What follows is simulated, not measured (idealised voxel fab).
The process module presented herein is designated voxel air gaps.
270 nm wide, 5 nm square cells: that's cross-section cut.
The cross-sections in this document take the form of a grid made of square cells. They are written out as bands, in order from top to bottom. Each band consists of one or more rows of cells.
A band entry consists of two parts. The first gives the height of the band's top and the height of its bottom, in nm. The rest lists the band's materials from left to right, each with its width in nm. A single material labelled with the word "full width" fills the band from edge to edge, and the word "air" marks empty space.
Height is counted from the level 0, under which the received wafer is composed throughout of one material. The lowest of the bands is not closed at the bottom but continues downward, in the notation "from 0 down".
The expression "30..40" gives the width at the extremes of the band, the first number at its top row of cells and the second at its bottom row, with the width changing by equal amounts from each row to the next in between.
"changes: none", as given for a step, is the statement that not any cell of the cross-section underwent a change during that step.
Entry "Entrapped void list" = empty spaces >= 8 cells with no open way to the top; each as width x height at distance, distance from left edge, all nm.
Note: text after step settings on the step line = simulator remark on that step.
overlay nm: how far to the right of its planned place the mask lay on this masked step (negative: to the left).

The steps planned for the process are as follows
step 1: RECEIVE | material Si
step 2: CONFORMAL_DEP | material SiO2 | thk nm 10
step 3: CONFORMAL_DEP | material SiN | thk nm 5
step 4: DIRECTIONAL_DEP | material lowk | thk nm 30
step 5: PATTERN | tone open | mask id LINES | material resist | width nm 20 | pitch nm 45 | thk nm 20 | overlay nm 0
step 6: DIRECTIONAL_ETCH | etch materials lowk | depth nm 30
step 7: STRIP | etch materials resist
step 8: CONFORMAL_DEP | material TiN | thk nm 5
step 9: FILL_DEP | material Ru | thk nm 10
step 10: CMP | height nm 45
step 11: EPI | material Ru | thk nm 10
step 12: SELECTIVE_ETCH | etch materials lowk | depth nm 40
step 13: CONFORMAL_DEP | material SiCN | thk nm 5

So this is the incoming wafer in cross-section - it's already been through step 1
	from 0 down: Si full width
	Entrapped void list: none

Module complete - cross-section of the first of two wafers, run according to plan
	from 60 to 55: air (65), then SiCN (140), then air (65)
	from 55 to 45: air (65), then SiCN (5), then Ru (40), then SiCN (5), then Ru (40), then SiCN (5), then Ru (40), then SiCN (5), then air (65)
	from 45 to 40: air (65), then SiCN (15), then TiN (5), then Ru (10), then TiN (5), then SiCN (25), then TiN (5), then Ru (10), then TiN (5), then SiCN (25), then TiN (5), then Ru (10), then TiN (5), then SiCN (15), then air (65)
	from 40 to 20: air (75), then SiCN (5), then TiN (5), then Ru (10), then TiN (5), then SiCN (5), then air (15), then SiCN (5), then TiN (5), then Ru (10), then TiN (5), then SiCN (5), then air (15), then SiCN (5), then TiN (5), then Ru (10), then TiN (5), then SiCN (5), then air (75)
	from 20 to 15: SiCN (80), then TiN (20), then SiCN (25), then TiN (20), then SiCN (25), then TiN (20), then SiCN (80)
	from 15 to 10: SiN full width
	from 10 to 0: SiO2 full width
	from 0 down: Si full width
	Entrapped void list: 15 x 20 at 105; 15 x 20 at 150

Second wafer of the two, sectioned at the end of the module. It began like the first and followed the same plan, but one mistake was made while running it
	from 60 to 55: air (65), then SiCN (140), then air (65)
	from 55 to 45: air (65), then SiCN (5), then Ru (40), then SiCN (5), then Ru (40), then SiCN (5), then Ru (40), then SiCN (5), then air (65)
	from 45 to 20: air (65), then SiCN (5), then Ru (10), then TiN (5), then Ru (10), then TiN (5), then Ru (10), then SiCN (5), then Ru (10), then TiN (5), then Ru (10), then TiN (5), then Ru (10), then SiCN (5), then Ru (10), then TiN (5), then Ru (10), then TiN (5), then Ru (10), then SiCN (5), then air (65)
	from 20 to 15: SiCN (70), then Ru (10), then TiN (20), then Ru (10), then SiCN (5), then Ru (10), then TiN (20), then Ru (10), then SiCN (5), then Ru (10), then TiN (20), then Ru (10), then SiCN (70)
	from 15 to 10: SiN full width
	from 10 to 0: SiO2 full width
	from 0 down: Si full width
	Entrapped void list: none
Against the plan, the run slipped here: the intended sequence of steps 11 and 12 was reversed during processing, with each occupying the position of the other
At the finish, the second wafer shows more or fewer cells for some materials than the first does: Ru +72; SiCN -32
In the final state there are 2 closed voids in the first wafer, compared with 0 in the second wafer.
